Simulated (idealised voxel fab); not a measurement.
This section sets out a process module, namely voxel tone inversion.
The cross-section on display is named cut; it measures 260 nm wide, and its cells are 5 nm squares.
Throughout this document, each cross-section is represented as a grid of square cells and is presented as a sequence of bands enumerated from the top downward, where a band comprises one or more rows of cells.
The band entry comprises the height of the band's top followed by the height of its bottom, expressed in nm, and subsequently the band's materials from left to right, each stated together with its width in nm. Where a single material is marked with the word "edge to edge", that material fills the band from edge to edge. The word "blank" represents empty space.
It should be noted that heights are counted from 0, beneath which the wafer as supplied is of one material throughout, and that the lowest band possesses no lower boundary but continues downward, as written in "0 and below".
The width entry "30->40" should be interpreted row by row: the top row of cells in the band takes the first number, the bottom row takes the second number, and the change between adjacent rows is uniform throughout.
Key: "everything unchanged" - step with no changed cell in the cross-section.
"Voids lacking openings" enumerates empty spaces isolated from the top, with no open way to it, that contain at least 8 cells, giving each as width x height at distance from the left edge, all three in nm.
Text after the settings on a step's line: the simulator's own remark on that step.
overlay nm, on a step with a mask: how far to the right of its planned place the mask lay; to the left if negative
## The steps planned for the process are as follows
- 1: RECEIVE [material Si]
- 2: CONFORMAL_DEP [material SiCN] [thk nm 10]
- 3: DIRECTIONAL_DEP [material aC] [thk nm 25]
- 4: PATTERN [tone cover] [mask id POSTS] [material resist] [width nm 25] [pitch nm 55] [thk nm 35] [overlay nm -15]
- 5: DIRECTIONAL_ETCH [etch materials aC] [depth nm 25]
- 6: STRIP [etch materials resist]
- 7: FILL_DEP [material SiO2] [thk nm 5]
- 8: CMP [height nm 35]
- 9: STRIP [etch materials aC]
Heads up: all these wafers start the same, and what changes between them is the overlay nm in step 4. The value you see in the plan is just what the first wafer got.
## Received wafers, first of several: cross-section after step 1
    0 and below  Si edge to edge
    Voids lacking openings: none
## Cross-section, first of several wafers, end of module, after last step 9
    35 down to 10  SiO2 (45)  blank (25)  SiO2 (30)  blank (25)  SiO2 (30)  blank (25)  SiO2 (80)
    10 down to 0  SiCN edge to edge
    0 and below  Si edge to edge
    Voids lacking openings: none
## End of module: cross-section, last of several wafers
    35 down to 10  SiO2 (75)  blank (25)  SiO2 (30)  blank (25)  SiO2 (30)  blank (25)  SiO2 (50)
    10 down to 0  SiCN edge to edge
    0 and below  Si edge to edge
    Voids lacking openings: none
## Tabulated below, wafer by wafer, are the end-of-module results: for each material, the number of cells gained (+) or lost (-) relative to the as-received state, followed by the closed voids
overlay nm -15; +104 SiCN; +185 SiO2; Voids lacking openings: none
overlay nm -10; +104 SiCN; +185 SiO2; Voids lacking openings: none
overlay nm -5; +104 SiCN; +185 SiO2; Voids lacking openings: none
overlay nm 0; +104 SiCN; +185 SiO2; Voids lacking openings: none
overlay nm 5; +104 SiCN; +185 SiO2; Voids lacking openings: none
overlay nm 10; +104 SiCN; +185 SiO2; Voids lacking openings: none
overlay nm 15; +104 SiCN; +185 SiO2; Voids lacking openings: none
